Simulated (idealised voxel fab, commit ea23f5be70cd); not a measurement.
The process module presented herein is designated voxel capacitor over wiring.
For reference, the cross-section in this document is cut, with width 280 nm and square cells of 5 nm.
Format of a cross-section: grid, square cells. Given as bands. Order: top down. Band: one or more rows of cells. The entry gives the band's vertical extent as a top height and a bottom height in nm, then its horizontal make-up as materials from left to right, each with a width in nm. "air" stands for empty space; a single material marked "everywhere" fills the band edge to edge. Convention: height 0 is the level below which the wafer, as received, is all one material. The lowest band does not terminate at the bottom but continues downward, represented as "0 -> down". A width given as "30->40" starts at the first number in the band's top row and ends at the second number in its bottom row, shifting by an equal amount at every step from row to row. The cross-section has no changed cell in any step marked "all unchanged". Each empty space that has no open way to the top and spans at least 8 cells appears under "Closed internal cavities" as width x height at distance, the distance counted from the left edge, all in nm. The remark found on a step's line after its settings is issued by the simulator itself and pertains to that step. "overlay nm", when on a step's line for a step with a mask, measures how far to the right of its planned place the mask lay; a negative measure means to the left.

Planned process steps:
1: RECEIVE with material Si
2: CONFORMAL_DEP with material SiO2, thk nm 15
3: CONFORMAL_DEP with material SiN, thk nm 5
4: DIRECTIONAL_DEP with material lowk, thk nm 20
5: PATTERN with tone open, mask id METAL_1, material resist, width nm 30, pitch nm 80, thk nm 15, overlay nm 0
6: DIRECTIONAL_ETCH with etch materials lowk, depth nm 20
7: DIRECTIONAL_ETCH with etch materials SiN, depth nm 5
8: STRIP with etch materials resist
9: CONFORMAL_DEP with material TiN, thk nm 5
10: FILL_DEP with material W, thk nm 5
11: CMP with height nm 40
12: CONFORMAL_DEP with material SiCN, thk nm 5
13: DIRECTIONAL_DEP with material SiO2, thk nm 10
14: DIRECTIONAL_DEP with material aC, thk nm 10
15: PATTERN with tone open, mask id PLUG_1, material resist, width nm 15, thk nm 30, overlay nm 0
16: DIRECTIONAL_ETCH with etch materials aC, depth nm 10
17: STRIP with etch materials resist
18: DIRECTIONAL_ETCH with etch materials SiO2, depth nm 10
19: DIRECTIONAL_ETCH with etch materials SiCN, depth nm 5
20: STRIP with etch materials aC
21: CONFORMAL_DEP with material TiN, thk nm 5
22: FILL_DEP with material Ru, thk nm 5
23: CMP with height nm 55
24: DIRECTIONAL_DEP with material TiN, thk nm 10
25: DIRECTIONAL_DEP with material Al2O3, thk nm 5
26: DIRECTIONAL_DEP with material TiN, thk nm 5
27: MASKED_ETCH with tone cover, mask id UPPER_PLATE, width nm 55, etch materials TiN, depth nm 5, overlay nm 0
28: MASKED_ETCH with tone cover, mask id UPPER_PLATE, width nm 55, etch materials Al2O3, depth nm 5, overlay nm 0
29: PATTERN with tone cover, mask id LOWER_PLATE, material resist, width nm 65, thk nm 15, overlay nm 0
30: DIRECTIONAL_ETCH with etch materials TiN, depth nm 10
31: STRIP with etch materials resist
32: FILL_DEP with material SiO2, thk nm 15
33: CMP with height nm 85
34: PATTERN with tone open, mask id PLUG_2, material resist, width nm 15, thk nm 15, overlay nm 0
35: DIRECTIONAL_ETCH with etch materials SiO2, depth nm 10
36: STRIP with etch materials resist
37: CONFORMAL_DEP with material TiN, thk nm 5
38: FILL_DEP with material Cu, thk nm 5
39: CMP with height nm 85
40: CONFORMAL_DEP with material SiCN, thk nm 5

As received, after step 1:
	0 -> down  Si everywhere
	Closed internal cavities: none

First wafer at the end, as planned:
	90 -> 85  SiCN everywhere
	85 -> 80  SiO2 (110) | TiN (5) | Cu (5) | TiN (5) | SiO2 (155)
	80 -> 70  SiO2 (110->100) | TiN (15->55) | SiO2 (155->125)
	70 -> 65  SiO2 (100) | Al2O3 (55) | SiO2 (125)
	65 -> 55  SiO2 (95) | TiN (65) | SiO2 (120)
	55 -> 45  SiO2 (100) | TiN (5) | Ru (5) | TiN (5) | SiO2 (165)
	45 -> 40  SiCN (100) | TiN (15) | SiCN (165)
	40 -> 20  lowk (85) | TiN (5) | W (20) | TiN (5) | lowk (50) | TiN (5) | W (20) | TiN (5) | lowk (85)
	20 -> 15  SiN (85) | TiN (30) | SiN (50) | TiN (30) | SiN (85)
	15 -> 0  SiO2 everywhere
	0 -> down  Si everywhere
	Closed internal cavities: none

This is the second of the two wafers, cross-sectioned at the end of the module; it started exactly like the first and was given the same plan, but it was run with one mistake:
	90 -> 85  SiCN everywhere
	85 -> 80  TiN (115) | Cu (5) | TiN (160)
	80 -> 70  SiO2 (110->100) | TiN (15->55) | SiO2 (155->125)
	70 -> 65  SiO2 (100) | Al2O3 (55) | SiO2 (125)
	65 -> 55  SiO2 (95) | TiN (65) | SiO2 (120)
	55 -> 45  SiO2 (100) | TiN (5) | Ru (5) | TiN (5) | SiO2 (165)
	45 -> 40  SiCN (100) | TiN (15) | SiCN (165)
	40 -> 20  lowk (85) | TiN (5) | W (20) | TiN (5) | lowk (50) | TiN (5) | W (20) | TiN (5) | lowk (85)
	20 -> 15  SiN (85) | TiN (30) | SiN (50) | TiN (30) | SiN (85)
	15 -> 0  SiO2 everywhere
	0 -> down  Si everywhere
	Closed internal cavities: none
Here's what went sideways: the process deviated at step 33: the operation and settings actually run there were CMP with height nm 80
Looking at both finished wafers in cells, the second ends up ahead of or behind the first on some materials: 53 fewer of SiO2; 53 more of TiN
